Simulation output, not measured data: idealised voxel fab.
The process module that follows is named voxel double patterning.
Cross-section cut spans 235 nm and uses square cells 5 nm in size.
Cross-sections here: square-cell grids, written as top-down lists of bands, a band being one or more rows of cells. Read a band's entry like this: the first values are the height of its top and the height of its bottom in nm, and what follows is the sequence of materials from left to right, each with its width in nm. Note that "empty" is empty space, and that a single material marked "edge to edge" reaches across the band from edge to edge. Where do heights start? At 0: under that level the wafer as delivered is made of one material only. And the lowest band has no floor; it just carries on downward, as in "top 0, no bottom". The expression "30->40" gives the width at the extremes of the band, the first number at its top row of cells and the second at its bottom row, with the width changing by equal amounts from each row to the next in between. Step marked "everything unchanged"? Then no cell in the cross-section changed in it. You'll see "Fully enclosed voids" listing empty spaces that have no way open to the top, as long as they're 8 cells or more; the notation is width x height at distance, where the distance is from the left edge, and all of it is in nm. Note: text after step settings on the step line = simulator remark on that step. If you see "overlay nm" on a step's line and that step has a mask, it's telling you how far right of where it was planned the mask ended up; a negative number means it went left instead.

Process steps (planned):
| 1 | RECEIVE, material Si |
| 2 | CONFORMAL_DEP, material SiO2, thk nm 10 |
| 3 | DIRECTIONAL_DEP, material W, thk nm 15 |
| 4 | DIRECTIONAL_DEP, material SiN, thk nm 5 |
| 5 | PATTERN, tone open, mask id FIRST, material resist, width nm 15, pitch nm 50, thk nm 20, overlay nm 0 |
| 6 | DIRECTIONAL_ETCH, etch materials SiN, depth nm 5 |
| 7 | STRIP, etch materials resist |
| 8 | MASKED_ETCH, tone open, mask id SECOND, width nm 15, etch materials SiN, depth nm 5, overlay nm 0 |
| 9 | DIRECTIONAL_ETCH, etch materials W, depth nm 15 |
| 10 | STRIP, etch materials SiN |

As received (post step 1): cross-section:
  top 0, no bottom: Si edge to edge
  Fully enclosed voids: none

The first of two wafers, cross-sectioned at the end of the module, with the run proceeding as planned:
  top 25, bottom 10: W: 85, then empty: 15, then W: 10, then empty: 15, then W: 10, then empty: 15, then W: 85
  top 10, bottom 0: SiO2 edge to edge
  top 0, no bottom: Si edge to edge
  Fully enclosed voids: none

Wafer two cross-section, module end. Start and plan unchanged from wafer one; one mistake made during the run:
  top 25, bottom 10: W: 80, then empty: 15, then W: 15, then empty: 15, then W: 5, then empty: 15, then W: 90
  top 10, bottom 0: SiO2 edge to edge
  top 0, no bottom: Si edge to edge
  Fully enclosed voids: none
Here's what went sideways: step 5 off recipe, ran as PATTERN, tone open, mask id FIRST, material resist, width nm 15, pitch nm 50, thk nm 20, overlay nm -5
Tallied in cells, the final second wafer holds each material in the same quantity as the first, although not at the same places.
